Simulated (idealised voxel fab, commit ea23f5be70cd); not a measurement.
The following is a process module called voxel wiring stack.
Displayed cross-section: cut, width of 260 nm, square cells sized 5 nm.
The cross-sections in this document take the form of a grid made of square cells. They are written out as bands, in order from top to bottom. Each band consists of one or more rows of cells. Quick guide to a band line: top height, bottom height (nm) up front; then every material left to right with its width in nm. Only one material and it's marked "edge to edge"? Then it fills the band edge to edge. And "empty" just means empty space. Height datum 0, below which the as-received substrate wafer is one material. Lowest band open at the bottom, running downward: "0 nm and below". Note: "30 to 40" means the width goes from the first number (top row of the band) to the second number (bottom row) in equal steps per row of cells. It should be understood that the words "nothing different", when stated for a given step, signify that the cross-section underwent no change in any of its cells during that step. Under "Sealed cavities" you'll find the enclosed gaps, the ones with no way out to the top, that are 8 cells or bigger; each reads width x height at distance, with distance counted from the left edge, everything in nm. What comes after the settings on a step's line is commentary from the simulator itself on that step. overlay nm: mask offset rightward from planned place, masked step; negative means leftward offset.
**Process steps (planned)**
| 1 | RECEIVE | material Si |
| 2 | CONFORMAL_DEP | material SiO2 | thk nm 15 |
| 3 | CONFORMAL_DEP | material SiN | thk nm 5 |
| 4 | DIRECTIONAL_DEP | material SiO2 | thk nm 20 |
| 5 | PATTERN | tone open | mask id METAL_1 | material resist | width nm 30 | pitch nm 60 | thk nm 20 | overlay nm 0 |
| 6 | DIRECTIONAL_ETCH | etch materials SiO2 | depth nm 20 |
| 7 | DIRECTIONAL_ETCH | etch materials SiN | depth nm 5 |
| 8 | STRIP | etch materials resist |
| 9 | CONFORMAL_DEP | material TiN | thk nm 5 |
| 10 | FILL_DEP | material Cu | thk nm 5 |
| 11 | CMP | height nm 40 |
| 12 | CONFORMAL_DEP | material SiCN | thk nm 5 |
| 13 | DIRECTIONAL_DEP | material lowk | thk nm 30 |
| 14 | PATTERN | tone open | mask id METAL_2_HOLES | material resist | width nm 15 | pitch nm 120 | thk nm 20 | overlay nm 0 |
| 15 | DIRECTIONAL_ETCH | etch materials lowk | depth nm 30 |
| 16 | STRIP | etch materials resist |
| 17 | DIRECTIONAL_DEP | material aC | thk nm 15 |
| 18 | PATTERN | tone open | mask id METAL_2 | material resist | width nm 30 | pitch nm 60 | thk nm 35 | overlay nm 0 |
| 19 | DIRECTIONAL_ETCH | etch materials aC | depth nm 15 |
| 20 | STRIP | etch materials resist |
| 21 | DIRECTIONAL_ETCH | etch materials lowk | depth nm 15 |
| 22 | DIRECTIONAL_ETCH | etch materials SiCN | depth nm 5 |
| 23 | STRIP | etch materials aC |
| 24 | CONFORMAL_DEP | material TiN | thk nm 5 |
| 25 | FILL_DEP | material Cu | thk nm 5 |
| 26 | CMP | height nm 75 |
| 27 | CONFORMAL_DEP | material SiCN | thk nm 5 |
| 28 | DIRECTIONAL_DEP | material SiO2 | thk nm 20 |
| 29 | PATTERN | tone open | mask id PLUG_2 | material resist | width nm 15 | pitch nm 60 | thk nm 15 | overlay nm 0 |
| 30 | DIRECTIONAL_ETCH | etch materials SiO2 | depth nm 20 |
| 31 | DIRECTIONAL_ETCH | etch materials SiCN | depth nm 5 |
| 32 | STRIP | etch materials resist |
| 33 | CONFORMAL_DEP | material TiN | thk nm 5 |
| 34 | FILL_DEP | material Cu | thk nm 10 |
| 35 | CMP | height nm 100 |
| 36 | DIRECTIONAL_DEP | material TiN | thk nm 5 |
| 37 | DIRECTIONAL_DEP | material W | thk nm 25 |
| 38 | MASKED_ETCH | tone cover | mask id METAL_3 | width nm 30 | pitch nm 60 | etch materials W | depth nm 25 | overlay nm 0 |
| 39 | MASKED_ETCH | tone cover | mask id METAL_3 | width nm 30 | pitch nm 60 | etch materials TiN | depth nm 5 | overlay nm 0 |
| 40 | CONFORMAL_DEP | material SiCN | thk nm 5 |
| 41 | FILL_DEP | material SiO2 | thk nm 10 |
| 42 | CMP | height nm 130 |
| 43 | CONFORMAL_DEP | material SiCN | thk nm 5 |
| 44 | DIRECTIONAL_DEP | material lowk | thk nm 20 |
| 45 | MASKED_ETCH | tone open | mask id PLUG_3 | width nm 15 | pitch nm 120 | etch materials lowk | depth nm 20 | overlay nm 0 |
| 46 | MASKED_ETCH | tone open | mask id PLUG_3 | width nm 15 | pitch nm 120 | etch materials SiCN | depth nm 5 | overlay nm 0 |
| 47 | EPI | material Ru | thk nm 10 |
| 48 | EPI | material Ru | thk nm 10 |
| 49 | EPI | material Ru | thk nm 5 |
| 50 | CONFORMAL_DEP | material SiCN | thk nm 5 |
| 51 | DIRECTIONAL_DEP | material SiO2 | thk nm 25 |
| 52 | PATTERN | tone open | mask id METAL_4 | material resist | width nm 30 | pitch nm 60 | thk nm 20 | overlay nm 0 |
| 53 | DIRECTIONAL_ETCH | etch materials SiO2 | depth nm 25 |
| 54 | DIRECTIONAL_ETCH | etch materials SiCN | depth nm 5 |
| 55 | STRIP | etch materials resist |
| 56 | CONFORMAL_DEP | material TiN | thk nm 5 |
| 57 | FILL_DEP | material W | thk nm 5 |
| 58 | CMP | height nm 185 |
| 59 | EPI | material Ru | thk nm 5 |
| 60 | FILL_DEP | material SiCN | thk nm 5 |
**Incoming wafer, cross-sectional view, post step 1**
    0 nm and below = Si edge to edge
    Sealed cavities: none
**Cross-sectional result after module completion. Note: starting condition and plan are unchanged from above; one processing mistake was made**
    195 nm to 190 nm = SiCN edge to edge
    190 nm to 185 nm = 50 SiCN | 40 Ru | 20 SiCN | 40 Ru | 20 SiCN | 40 Ru | 50 SiCN
    185 nm to 160 nm = 55 SiO2 | 5 TiN | 20 W | 5 TiN | 30 SiO2 | 5 TiN | 20 W | 5 TiN | 30 SiO2 | 5 TiN | 20 W | 5 TiN | 55 SiO2
    160 nm to 155 nm = 55 SiCN | 30 TiN | 30 SiCN | 30 TiN | 30 SiCN | 30 TiN | 55 SiCN
    155 nm to 135 nm = 55 lowk | 15 Ru | 105 lowk | 15 Ru | 70 lowk
    135 nm to 130 nm = 55 SiCN | 15 Ru | 105 SiCN | 15 Ru | 70 SiCN
    130 nm to 105 nm = 50 SiO2 | 5 SiCN | 30 W | 5 SiCN | 20 SiO2 | 5 SiCN | 30 W | 5 SiCN | 20 SiO2 | 5 SiCN | 30 W | 5 SiCN | 50 SiO2
    105 nm to 100 nm = 55 SiCN | 30 TiN | 30 SiCN | 30 TiN | 30 SiCN | 30 TiN | 55 SiCN
    100 nm to 80 nm = 55 SiO2 | 5 TiN | 5 Cu | 5 TiN | 45 SiO2 | 5 TiN | 5 Cu | 5 TiN | 45 SiO2 | 5 TiN | 5 Cu | 5 TiN | 70 SiO2
    80 nm to 75 nm = 55 SiCN | 15 TiN | 45 SiCN | 15 TiN | 45 SiCN | 15 TiN | 70 SiCN
    75 nm to 65 nm = 55 lowk | 5 TiN | 20 Cu | 5 TiN | 30 lowk | 5 TiN | 20 Cu | 5 TiN | 30 lowk | 5 TiN | 20 Cu | 5 TiN | 55 lowk
    65 nm to 60 nm = 55 lowk | 5 TiN | 5 Cu | 20 TiN | 30 lowk | 30 TiN | 30 lowk | 5 TiN | 5 Cu | 20 TiN | 55 lowk
    60 nm to 45 nm = 55 lowk | 5 TiN | 5 Cu | 5 TiN | 105 lowk | 5 TiN | 5 Cu | 5 TiN | 70 lowk
    45 nm to 40 nm = 55 SiCN | 15 TiN | 105 SiCN | 15 TiN | 70 SiCN
    40 nm to 35 nm = 55 SiN | 30 TiN | 30 SiN | 30 TiN | 30 SiN | 30 TiN | 55 SiN
    35 nm to 0 nm = SiO2 edge to edge
    0 nm and below = Si edge to edge
    Sealed cavities: none
Run error: sequence error: steps 3 and 4 interchanged
